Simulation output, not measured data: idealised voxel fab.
process module | voxel spacer lines
cross-section cut | 225 nm wide | cells 5 nm
A cross-section is a grid of square cells, given in bands from the top down. A band is one or more rows of cells.
Each band's line starts with the height of the band's top and of its bottom, in nm. Then come its materials from left to right, each with its width in nm. One material with "throughout" fills the band from edge to edge. "air" is empty space.
Height 0 is the level under which the wafer as received is all one material. The lowest band goes on downwards, as in "0 down".
A width such as "30 to 40" changes by the same amount from each row of cells to the next, from the band's top row to its bottom row.
"no change" after a step means that no cell of the cross-section changed.
closed voids: empty space of 8 cells or more with no open way to the top, each as width x height at its distance from the left edge, in nm
after a step's settings: what the simulator itself notes on the step
overlay nm, on a step with a mask: how far to the right of its planned place the mask lay; to the left if negative
plan
1 op RECEIVE | material Si
2 op CONFORMAL_DEP | material SiO2 | thk nm 10
3 op DIRECTIONAL_DEP | material TiN | thk nm 10
4 op DIRECTIONAL_DEP | material polySi | thk nm 20
5 op PATTERN | tone cover | mask id MANDREL | material resist | width nm 20 | pitch nm 70 | thk nm 30 | overlay nm 0
6 op DIRECTIONAL_ETCH | etch materials polySi | depth nm 20
7 op STRIP | etch materials resist
8 op CONFORMAL_DEP | material SiN | thk nm 15
9 op DIRECTIONAL_ETCH | etch materials SiN | depth nm 15
10 op STRIP | etch materials polySi
11 op DIRECTIONAL_ETCH | etch materials TiN | depth nm 10
12 op STRIP | etch materials SiN
first wafer, as planned
as received, after step 1
  0 down: Si throughout
  closed voids: none
after step 2
  10 to 0: SiO2 throughout
  below 0: unchanged
after step 3
  20 to 10: TiN throughout
  below 10: unchanged
after step 4
  40 to 20: polySi throughout
  below 20: unchanged
after step 5
  70 to 40: air 30 | resist 20 | air 50 | resist 20 | air 50 | resist 20 | air 35
  below 40: unchanged
after step 6
  70 to 40: air 30 | resist 20 | air 50 | resist 20 | air 50 | resist 20 | air 35
  40 to 20: air 30 | polySi 20 | air 50 | polySi 20 | air 50 | polySi 20 | air 35
  below 20: unchanged
after step 7
  40 to 20: air 30 | polySi 20 | air 50 | polySi 20 | air 50 | polySi 20 | air 35
  below 20: unchanged
after step 8
  55 to 40: air 15 | SiN 50 | air 20 | SiN 50 | air 20 | SiN 50 | air 20
  40 to 35: air 15 | SiN 15 | polySi 20 | SiN 15 | air 20 | SiN 15 | polySi 20 | SiN 15 | air 20 | SiN 15 | polySi 20 | SiN 15 | air 20
  35 to 20: SiN 30 | polySi 20 | SiN 50 | polySi 20 | SiN 50 | polySi 20 | SiN 35
  below 20: unchanged
after step 9
  40 to 20: air 15 | SiN 15 | polySi 20 | SiN 15 | air 20 | SiN 15 | polySi 20 | SiN 15 | air 20 | SiN 15 | polySi 20 | SiN 15 | air 20
  below 20: unchanged
after step 10
  40 to 20: air 15 | SiN 15 | air 20 | SiN 15 | air 20 | SiN 15 | air 20 | SiN 15 | air 20 | SiN 15 | air 20 | SiN 15 | air 20
  below 20: unchanged
after step 11
  40 to 20: air 15 | SiN 15 | air 20 | SiN 15 | air 20 | SiN 15 | air 20 | SiN 15 | air 20 | SiN 15 | air 20 | SiN 15 | air 20
  20 to 10: air 15 | TiN 15 | air 20 | TiN 15 | air 20 | TiN 15 | air 20 | TiN 15 | air 20 | TiN 15 | air 20 | TiN 15 | air 20
  below 10: unchanged
after step 12
  20 to 10: air 15 | TiN 15 | air 20 | TiN 15 | air 20 | TiN 15 | air 20 | TiN 15 | air 20 | TiN 15 | air 20 | TiN 15 | air 20
  below 10: unchanged
second wafer: like start, like plan, one mistake. Through step 1 it matches the first wafer
when step 2 should have ended
  10 to 0: TiN throughout
  below 0: unchanged
when step 3 should have ended
  20 to 10: SiO2 throughout
  below 10: unchanged
when step 4 should have ended
  40 to 20: polySi throughout
  below 20: unchanged
when step 5 should have ended
  70 to 40: air 30 | resist 20 | air 50 | resist 20 | air 50 | resist 20 | air 35
  below 40: unchanged
when step 6 should have ended
  70 to 40: air 30 | resist 20 | air 50 | resist 20 | air 50 | resist 20 | air 35
  40 to 20: air 30 | polySi 20 | air 50 | polySi 20 | air 50 | polySi 20 | air 35
  below 20: unchanged
when step 7 should have ended
  40 to 20: air 30 | polySi 20 | air 50 | polySi 20 | air 50 | polySi 20 | air 35
  below 20: unchanged
when step 8 should have ended
  55 to 40: air 15 | SiN 50 | air 20 | SiN 50 | air 20 | SiN 50 | air 20
  40 to 35: air 15 | SiN 15 | polySi 20 | SiN 15 | air 20 | SiN 15 | polySi 20 | SiN 15 | air 20 | SiN 15 | polySi 20 | SiN 15 | air 20
  35 to 20: SiN 30 | polySi 20 | SiN 50 | polySi 20 | SiN 50 | polySi 20 | SiN 35
  below 20: unchanged
when step 9 should have ended
  40 to 20: air 15 | SiN 15 | polySi 20 | SiN 15 | air 20 | SiN 15 | polySi 20 | SiN 15 | air 20 | SiN 15 | polySi 20 | SiN 15 | air 20
  below 20: unchanged
when step 10 should have ended
  40 to 20: air 15 | SiN 15 | air 20 | SiN 15 | air 20 | SiN 15 | air 20 | SiN 15 | air 20 | SiN 15 | air 20 | SiN 15 | air 20
  below 20: unchanged
when step 11 should have ended: no change
when step 12 should have ended
  20 to 10: SiO2 throughout
  below 10: unchanged
what went wrong: steps 2 and 3 were swapped
at the end the second wafer has, in cells: 54 more of TiN
